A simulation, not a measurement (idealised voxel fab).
process module | voxel capacitor over wiring
cross-section cut | 270 nm wide | cells 5 nm
A cross-section is a grid of square cells, given in bands from the top down. A band is one or more rows of cells.
Each band's line starts with the height of the band's top and of its bottom, in nm. Then come its materials from left to right, each with its width in nm. One material with "throughout" fills the band from edge to edge. "air" is empty space.
Height 0 is the level under which the wafer as received is all one material. The lowest band goes on downwards, as in "0 down".
A width such as "30 to 40" changes by the same amount from each row of cells to the next, from the band's top row to its bottom row.
"no change" after a step means that no cell of the cross-section changed.
closed voids: empty space of 8 cells or more with no open way to the top, each as width x height at its distance from the left edge, in nm
after a step's settings: what the simulator itself notes on the step
overlay nm, on a step with a mask: how far to the right of its planned place the mask lay; to the left if negative
plan
1 op RECEIVE | material Si
2 op CONFORMAL_DEP | material SiO2 | thk nm 15
3 op CONFORMAL_DEP | material SiN | thk nm 5
4 op DIRECTIONAL_DEP | material lowk | thk nm 15
5 op PATTERN | tone open | mask id METAL_1 | material resist | width nm 25 | pitch nm 85 | thk nm 15 | overlay nm 0
6 op DIRECTIONAL_ETCH | etch materials lowk | depth nm 15
7 op DIRECTIONAL_ETCH | etch materials SiN | depth nm 5
8 op STRIP | etch materials resist
9 op CONFORMAL_DEP | material TiN | thk nm 5
10 op FILL_DEP | material Cu | thk nm 10
11 op CMP | height nm 35
12 op CONFORMAL_DEP | material SiCN | thk nm 5
13 op DIRECTIONAL_DEP | material lowk | thk nm 20
14 op PATTERN | tone open | mask id PLUG_1 | material resist | width nm 15 | thk nm 15 | overlay nm 0
15 op DIRECTIONAL_ETCH | etch materials lowk | depth nm 20
16 op DIRECTIONAL_ETCH | etch materials SiCN | depth nm 5
17 op STRIP | etch materials resist
18 op EPI | material Ru | thk nm 10
19 op EPI | material Ru | thk nm 10
20 op EPI | material Ru | thk nm 5
21 op DIRECTIONAL_DEP | material TiN | thk nm 5
22 op DIRECTIONAL_DEP | material HfO2 | thk nm 5
23 op DIRECTIONAL_DEP | material TiN | thk nm 10
24 op DIRECTIONAL_DEP | material aC | thk nm 10
25 op PATTERN | tone cover | mask id UPPER_PLATE | material resist | width nm 65 | thk nm 30 | overlay nm 0
26 op DIRECTIONAL_ETCH | etch materials aC | depth nm 10
27 op STRIP | etch materials resist
28 op DIRECTIONAL_ETCH | etch materials TiN | depth nm 10
29 op DIRECTIONAL_ETCH | etch materials HfO2 | depth nm 5
30 op STRIP | etch materials aC
31 op DIRECTIONAL_DEP | material aC | thk nm 15
32 op PATTERN | tone cover | mask id LOWER_PLATE | material resist | width nm 75 | thk nm 35 | overlay nm 0
33 op DIRECTIONAL_ETCH | etch materials aC | depth nm 15
34 op STRIP | etch materials resist
35 op DIRECTIONAL_ETCH | etch materials TiN | depth nm 5
36 op STRIP | etch materials aC
37 op FILL_DEP | material SiO2 | thk nm 20
38 op CMP | height nm 95
39 op DIRECTIONAL_DEP | material aC | thk nm 10
40 op PATTERN | tone open | mask id PLUG_2 | material resist | width nm 15 | thk nm 25 | overlay nm 0
41 op DIRECTIONAL_ETCH | etch materials aC | depth nm 10
42 op STRIP | etch materials resist
43 op DIRECTIONAL_ETCH | etch materials SiO2 | depth nm 15
44 op STRIP | etch materials aC
45 op CONFORMAL_DEP | material TiN | thk nm 5
46 op FILL_DEP | material Cu | thk nm 5
47 op CMP | height nm 95
48 op CONFORMAL_DEP | material SiCN | thk nm 5
as received, after step 1
  0 down: Si throughout
  closed voids: none
a wafer at the end: this start, this plan, one mistake
  100 to 95: SiCN throughout
  95 to 85: SiO2 100 | TiN 5 | Cu 5 | TiN 5 | SiO2 155
  85 to 75: SiO2 100 to 105 | TiN 15 to 50 | SiO2 155 to 115
  75 to 70: SiO2 90 | TiN 65 | SiO2 115
  70 to 65: SiO2 90 | TiN 15 | HfO2 50 | SiO2 115
  65 to 60: SiO2 85 | TiN 5 | HfO2 15 | TiN 55 | SiO2 110
  60 to 55: SiCN 90 | TiN 15 | SiCN 165
  55 to 35: lowk throughout
  35 to 20: lowk 80 | TiN 5 | Cu 15 | TiN 5 | lowk 60 | TiN 5 | Cu 15 | TiN 5 | lowk 80
  20 to 15: SiN 80 | TiN 25 | SiN 60 | TiN 25 | SiN 80
  15 to 0: SiO2 throughout
  0 down: Si throughout
  closed voids: none
what went wrong: steps 12 and 13 were swapped
